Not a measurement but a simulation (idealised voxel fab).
Documented hereafter: the process module known as voxel self aligned contacts.
The cross-section shown here is cut; it is 280 nm wide and divided into square cells measuring 5 nm on a side.
Just so we're on the same page, the cross-sections are grids of square cells, and they're listed out in bands top to bottom, each band one or more rows deep. Top height, bottom height, nm. Materials left to right, width each, nm. Single material + "throughout" = fills band edge to edge. "air" = empty. Counting heights begins at 0, where everything beneath is, in the wafer as received, one material. The lowest band has no bottom; it goes on downwards, as "0 and below" shows. You'd read "30..40" like this: the band's top row of cells is as wide as the first number, its bottom row is as wide as the second, and going down, every row changes width by the same amount as the row before did. "no change occurred", as given for a step, is the statement that not any cell of the cross-section underwent a change during that step. Entry "Catalogued sealed voids" = empty spaces >= 8 cells with no open way to the top; each as width x height at distance, distance from left edge, all nm. Where a step's line continues beyond its settings, the continuation is a remark by the simulator itself on that step. overlay nm: step with mask; distance mask lay right of planned place; negative value = left of planned place.
### Set out below are the planned steps of the process
step 1: op RECEIVE | material Si
step 2: op CONFORMAL_DEP | material SiO2 | thk nm 5
step 3: op DIRECTIONAL_DEP | material polySi | thk nm 25
step 4: op DIRECTIONAL_DEP | material SiN | thk nm 20
step 5: op DIRECTIONAL_DEP | material aC | thk nm 10
step 6: op PATTERN | tone cover | mask id GATE | material resist | width nm 35 | pitch nm 70 | thk nm 25 | overlay nm 0
step 7: op DIRECTIONAL_ETCH | etch materials aC | depth nm 10
step 8: op STRIP | etch materials resist
step 9: op DIRECTIONAL_ETCH | etch materials SiN | depth nm 20
step 10: op DIRECTIONAL_ETCH | etch materials polySi | depth nm 25
step 11: op STRIP | etch materials aC
step 12: op CONFORMAL_DEP | material SiN | thk nm 5
step 13: op DIRECTIONAL_ETCH | etch materials SiN | depth nm 5
step 14: op FILL_DEP | material SiO2 | thk nm 10
step 15: op CMP | height nm 55
step 16: op DIRECTIONAL_DEP | material aC | thk nm 10
step 17: op PATTERN | tone open | mask id CONTACT | material resist | width nm 55 | pitch nm 70 | thk nm 25 | overlay nm 0
step 18: op DIRECTIONAL_ETCH | etch materials aC | depth nm 10
step 19: op STRIP | etch materials resist
step 20: op DIRECTIONAL_ETCH | etch materials SiO2 | depth nm 55
step 21: op STRIP | etch materials aC
step 22: op CONFORMAL_DEP | material TiN | thk nm 5
step 23: op FILL_DEP | material Ru | thk nm 10
step 24: op CMP | height nm 55
step 25: op CONFORMAL_DEP | material SiN | thk nm 5
### Incoming wafer in cross-section (state: after step 1)
    0 and below = Si throughout
    Catalogued sealed voids: none
### Look at the cross-section after the module: the wafer started out the way shown above and the plan was the one shown above, yet one mistake was made along the way
    60 down to 55 = SiN throughout
    55 down to 50 = 45 of SiO2  45 of SiN  25 of TiN  45 of SiN  25 of TiN  45 of SiN  50 of SiO2
    50 down to 30 = SiN throughout
    30 down to 5 = polySi throughout
    5 down to 0 = SiO2 throughout
    0 and below = Si throughout
    Catalogued sealed voids: none
What was done differently from what was planned? it should be noted that step 4 of the plan was executed twice
